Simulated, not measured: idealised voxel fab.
process module | voxel lift off
cross-section cut | 185 nm wide | cells 5 nm
A cross-section is a grid of square cells, given in bands from the top down. A band is one or more rows of cells.
Each band's line starts with the height of the band's top and of its bottom, in nm. Then come its materials from left to right, each with its width in nm. One material with "throughout" fills the band from edge to edge. "air" is empty space.
Height 0 is the level under which the wafer as received is all one material. The lowest band goes on downwards, as in "0 down".
A width such as "30 to 40" changes by the same amount from each row of cells to the next, from the band's top row to its bottom row.
"no change" after a step means that no cell of the cross-section changed.
closed voids: empty space of 8 cells or more with no open way to the top, each as width x height at its distance from the left edge, in nm
after a step's settings: what the simulator itself notes on the step
overlay nm, on a step with a mask: how far to the right of its planned place the mask lay; to the left if negative
plan
1 op RECEIVE | material Si
2 op CONFORMAL_DEP | material SiO2 | thk nm 15
3 op PATTERN | tone open | mask id LINES | material resist | width nm 25 | pitch nm 55 | thk nm 25 | overlay nm 0
4 op DIRECTIONAL_DEP | material Ru | thk nm 10
5 op STRIP | etch materials resist
6 op CONFORMAL_DEP | material SiO2 | thk nm 10
first wafer, as planned
as received, after step 1
  0 down: Si throughout
  closed voids: none
after step 2
  15 to 0: SiO2 throughout
  below 0: unchanged
after step 3
  40 to 15: resist 50 | air 25 | resist 30 | air 25 | resist 55
  below 15: unchanged
after step 4
  50 to 40: Ru 50 | air 25 | Ru 30 | air 25 | Ru 55
  40 to 25: resist 50 | air 25 | resist 30 | air 25 | resist 55
  25 to 15: resist 50 | Ru 25 | resist 30 | Ru 25 | resist 55
  below 15: unchanged
after step 5
  25 to 15: air 50 | Ru 25 | air 30 | Ru 25 | air 55
  below 15: unchanged
after step 6
  35 to 25: air 40 | SiO2 45 | air 10 | SiO2 45 | air 45
  25 to 15: SiO2 50 | Ru 25 | SiO2 30 | Ru 25 | SiO2 55
  below 15: unchanged
second wafer: like start, like plan, one mistake. Through step 1 it matches the first wafer
when step 2 should have ended
  10 to 0: SiO2 throughout
  below 0: unchanged
when step 3 should have ended
  35 to 10: resist 50 | air 25 | resist 30 | air 25 | resist 55
  below 10: unchanged
when step 4 should have ended
  45 to 35: Ru 50 | air 25 | Ru 30 | air 25 | Ru 55
  35 to 20: resist 50 | air 25 | resist 30 | air 25 | resist 55
  20 to 10: resist 50 | Ru 25 | resist 30 | Ru 25 | resist 55
  below 10: unchanged
when step 5 should have ended
  20 to 10: air 50 | Ru 25 | air 30 | Ru 25 | air 55
  below 10: unchanged
when step 6 should have ended
  30 to 20: air 40 | SiO2 45 | air 10 | SiO2 45 | air 45
  20 to 10: SiO2 50 | Ru 25 | SiO2 30 | Ru 25 | SiO2 55
  below 10: unchanged
what went wrong: step 2 ran as: op CONFORMAL_DEP | material SiO2 | thk nm 10
at the end the second wafer has, in cells: 37 fewer of SiO2
